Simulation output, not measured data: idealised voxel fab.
This section sets out a process module, namely voxel fin reveal.
The figure presents cross-section cut, which has a width of 265 nm and is divided into square cells with an edge length of 5 nm.
When this document writes out a cross-section, it uses a grid of square cells and lists it as bands, beginning at the top and moving down, with a band standing for one or more rows of cells. Basically the band line says how high the top is and how high the bottom is, in nm, and then what's in it from left to right, every material with its width in nm. Empty space shows up as "empty", and if a single material carries "all across" it runs the full band edge to edge. Heights from 0 (as-received wafer is one material below). Bottom band endless downward, as "top 0, no bottom". Width spec "30->40" -> top row of cells at first value, bottom row at second value, equal per-row change in between. Any step labelled "no alterations made" changed none of the cells in the cross-section. Closed-off voids of 8+ cells (no open route to the top) go in "Fully sealed voids", written width x height at distance from the left edge, in nm. On each step's line, the part that comes after the settings is the simulator's own comment on the step. "overlay nm", when on a step's line for a step with a mask, measures how far to the right of its planned place the mask lay; a negative measure means to the left.
The planned process steps are enumerated hereunder
1. RECEIVE, material Si
2. CONFORMAL_DEP, material SiN, thk nm 5
3. MASKED_ETCH, tone cover, mask id FINS, width nm 15, pitch nm 35, etch materials SiN, depth nm 5, overlay nm 0
4. MASKED_ETCH, tone cover, mask id FINS, width nm 15, pitch nm 35, etch materials Si, depth nm 30, overlay nm 0
5. OXIDIZE, depth nm 5
6. FILL_DEP, material SiO2, thk nm 10
7. CMP, height nm 5
8. SELECTIVE_ETCH, etch materials SiO2, depth nm 15
9. STRIP, etch materials SiN
10. CONFORMAL_DEP, material SiO2, thk nm 5
First wafer out of two, processed as planned
Delivered wafer in cross-section: state after step 1
    top 0, no bottom | Si all across
    Fully sealed voids: none
Presented here is a cross-section of the wafer after step 2 has been performed
    top 5, bottom 0 | SiN all across
    Under 0: no change, same as before.
Presented here is a cross-section of the wafer after step 3 has been performed
    top 5, bottom 0 | empty=105  SiN=15  empty=20  SiN=15  empty=110
    Under 0: no change, same as before.
Presented here is a cross-section of the wafer after step 4 has been performed
    top 5, bottom 0 | empty=105  SiN=15  empty=20  SiN=15  empty=110
    top 0, bottom -30 | empty=105  Si=15  empty=20  Si=15  empty=110
    Under -30: no change, same as before.
Presented here is a cross-section of the wafer after step 5 has been performed
    top 5, bottom 0 | empty=105  SiN=15  empty=20  SiN=15  empty=110
    top 0, bottom -30 | empty=105  SiO2=5  Si=5  SiO2=5  empty=20  SiO2=5  Si=5  SiO2=5  empty=110
    top -30, bottom -35 | SiO2=110  Si=5  SiO2=30  Si=5  SiO2=115
    Under -35: no change, same as before.
Presented here is a cross-section of the wafer after step 6 has been performed
    top 15, bottom 5 | SiO2 all across
    top 5, bottom 0 | SiO2=105  SiN=15  SiO2=20  SiN=15  SiO2=110
    top 0, bottom -35 | SiO2=110  Si=5  SiO2=30  Si=5  SiO2=115
    Under -35: no change, same as before.
Presented here is a cross-section of the wafer after step 7 has been performed
    top 5, bottom 0 | SiO2=105  SiN=15  SiO2=20  SiN=15  SiO2=110
    Under 0: no change, same as before.
Presented here is a cross-section of the wafer after step 8 has been performed
    top 5, bottom 0 | empty=105  SiN=15  empty=20  SiN=15  empty=110
    top 0, bottom -10 | empty=110  Si=5  empty=30  Si=5  empty=115
    Under -10: no change, same as before.
Presented here is a cross-section of the wafer after step 9 has been performed
    top 0, bottom -10 | empty=110  Si=5  empty=30  Si=5  empty=115
    Under -10: no change, same as before.
Presented here is a cross-section of the wafer after step 10 has been performed
    top 5, bottom 0 | empty=105  SiO2=15  empty=20  SiO2=15  empty=110
    top 0, bottom -5 | empty=105  SiO2=5  Si=5  SiO2=5  empty=20  SiO2=5  Si=5  SiO2=5  empty=110
    top -5, bottom -35 | SiO2=110  Si=5  SiO2=30  Si=5  SiO2=115
    Under -35: no change, same as before.
Second wafer, same starting conditions and recipe as the first, one mistake in executing it, nothing differs from the first up to and including step 2
Cross-section of the second wafer at the time step 3 of the plan should have ended
    top 5, bottom 0 | empty=105  SiN=20  empty=15  SiN=20  empty=105
    Under 0: no change, same as before.
Cross-section of the second wafer at the time step 4 of the plan should have ended
    top 5, bottom 0 | empty=105  SiN=20  empty=15  SiN=20  empty=105
    top 0, bottom -30 | empty=105  Si=20  empty=15  Si=20  empty=105
    Under -30: no change, same as before.
Cross-section of the second wafer at the time step 5 of the plan should have ended
    top 5, bottom 0 | empty=105  SiN=20  empty=15  SiN=20  empty=105
    top 0, bottom -30 | empty=105  SiO2=5  Si=10  SiO2=5  empty=15  SiO2=5  Si=10  SiO2=5  empty=105
    top -30, bottom -35 | SiO2=110  Si=10  SiO2=25  Si=10  SiO2=110
    Under -35: no change, same as before.
Cross-section of the second wafer at the time step 6 of the plan should have ended
    top 15, bottom 5 | SiO2 all across
    top 5, bottom 0 | SiO2=105  SiN=20  SiO2=15  SiN=20  SiO2=105
    top 0, bottom -35 | SiO2=110  Si=10  SiO2=25  Si=10  SiO2=110
    Under -35: no change, same as before.
Cross-section of the second wafer at the time step 7 of the plan should have ended
    top 5, bottom 0 | SiO2=105  SiN=20  SiO2=15  SiN=20  SiO2=105
    Under 0: no change, same as before.
Cross-section of the second wafer at the time step 8 of the plan should have ended
    top 5, bottom 0 | empty=105  SiN=20  empty=15  SiN=20  empty=105
    top 0, bottom -10 | empty=110  Si=10  empty=25  Si=10  empty=110
    Under -10: no change, same as before.
Cross-section of the second wafer at the time step 9 of the plan should have ended
    top 0, bottom -10 | empty=110  Si=10  empty=25  Si=10  empty=110
    Under -10: no change, same as before.
Cross-section of the second wafer at the time step 10 of the plan should have ended
    top 5, bottom 0 | empty=105  SiO2=20  empty=15  SiO2=20  empty=105
    top 0, bottom -5 | empty=105  SiO2=5  Si=10  SiO2=5  empty=15  SiO2=5  Si=10  SiO2=5  empty=105
    top -5, bottom -35 | SiO2=110  Si=10  SiO2=25  Si=10  SiO2=110
    Under -35: no change, same as before.
The plan and the run diverged here: step 3 was processed under conditions differing from the plan, specifically as MASKED_ETCH, tone cover, mask id FINS, width nm 20, pitch nm 35, etch materials SiN, depth nm 5, overlay nm 0
Upon completion, the second wafer contains, in terms of cells, a greater or smaller amount of certain materials than the first wafer: +14 Si, -10 SiO2
